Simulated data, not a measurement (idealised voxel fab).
The process module presented herein is designated voxel trench capacitor.
Displayed cross-section: cut, width of 275 nm, square cells sized 5 nm.
Think of the cross-section as a grid of square cells. We describe it in bands, top to bottom, and each band covers one or more rows of those cells. The band entry comprises the height of the band's top followed by the height of its bottom, expressed in nm, and subsequently the band's materials from left to right, each stated together with its width in nm. Where a single material is marked with the word "throughout", that material fills the band from edge to edge. The word "empty" represents empty space. Counting heights begins at 0, where everything beneath is, in the wafer as received, one material. The lowest band has no bottom; it goes on downwards, as "0 and below" shows. A width such as "30 to 40" changes by the same amount from each row of cells to the next, from the band's top row to its bottom row. Where the words "no change occurred" appear for a step, the cross-section shows no cell changed by that step; every cell remained as before. Enclosed voids (no open way to top), threshold 8 cells or more, entry "Closed internal cavities", notation width x height at distance, distance from left edge, nm. On each step's line, the part that comes after the settings is the simulator's own comment on the step. Regarding "overlay nm": on a step with a mask, it is the distance the mask lay to the right of its planned place; a negative value places it to the left.
This section lists the process steps that were planned:
| 1 | RECEIVE [material Si] |
| 2 | CONFORMAL_DEP [material SiN] [thk nm 10] |
| 3 | DIRECTIONAL_DEP [material aC] [thk nm 10] |
| 4 | PATTERN [tone open] [mask id TRENCH] [material resist] [width nm 25] [pitch nm 45] [thk nm 30] [overlay nm -15] |
| 5 | DIRECTIONAL_ETCH [etch materials aC] [depth nm 10] |
| 6 | STRIP [etch materials resist] |
| 7 | DIRECTIONAL_ETCH [etch materials SiN] [depth nm 10] |
| 8 | DIRECTIONAL_ETCH [etch materials Si] [depth nm 25] |
| 9 | STRIP [etch materials aC] |
| 10 | CONFORMAL_DEP [material HfO2] [thk nm 5] |
| 11 | CONFORMAL_DEP [material TiN] [thk nm 5] |
| 12 | FILL_DEP [material W] [thk nm 10] |
| 13 | CMP [height nm 10] |
Quick note for whoever runs this: the wafers start identical, but the overlay nm at step 4 isn't the same across them. The plan just shows what the first wafer had.
This is how the first of several wafers looked in cross-section when it arrived, which is after step 1:
* 0 and below  Si throughout
* Closed internal cavities: none
End of module, by wafer: material-by-material cell gain (+) or loss (-) since receipt, then closed voids:
overlay nm -15, +68 HfO2, -100 Si, +70 SiN, +52 TiN, +20 W, Closed internal cavities: none
overlay nm -10, +68 HfO2, -100 Si, +70 SiN, +52 TiN, +20 W, Closed internal cavities: none
overlay nm -5, +68 HfO2, -100 Si, +70 SiN, +52 TiN, +20 W, Closed internal cavities: none
overlay nm 0, +68 HfO2, -100 Si, +70 SiN, +52 TiN, +20 W, Closed internal cavities: none
overlay nm 5, +68 HfO2, -100 Si, +70 SiN, +52 TiN, +20 W, Closed internal cavities: none
overlay nm 10, +68 HfO2, -100 Si, +70 SiN, +52 TiN, +20 W, Closed internal cavities: none
overlay nm 15, +68 HfO2, -100 Si, +70 SiN, +52 TiN, +20 W, Closed internal cavities: none
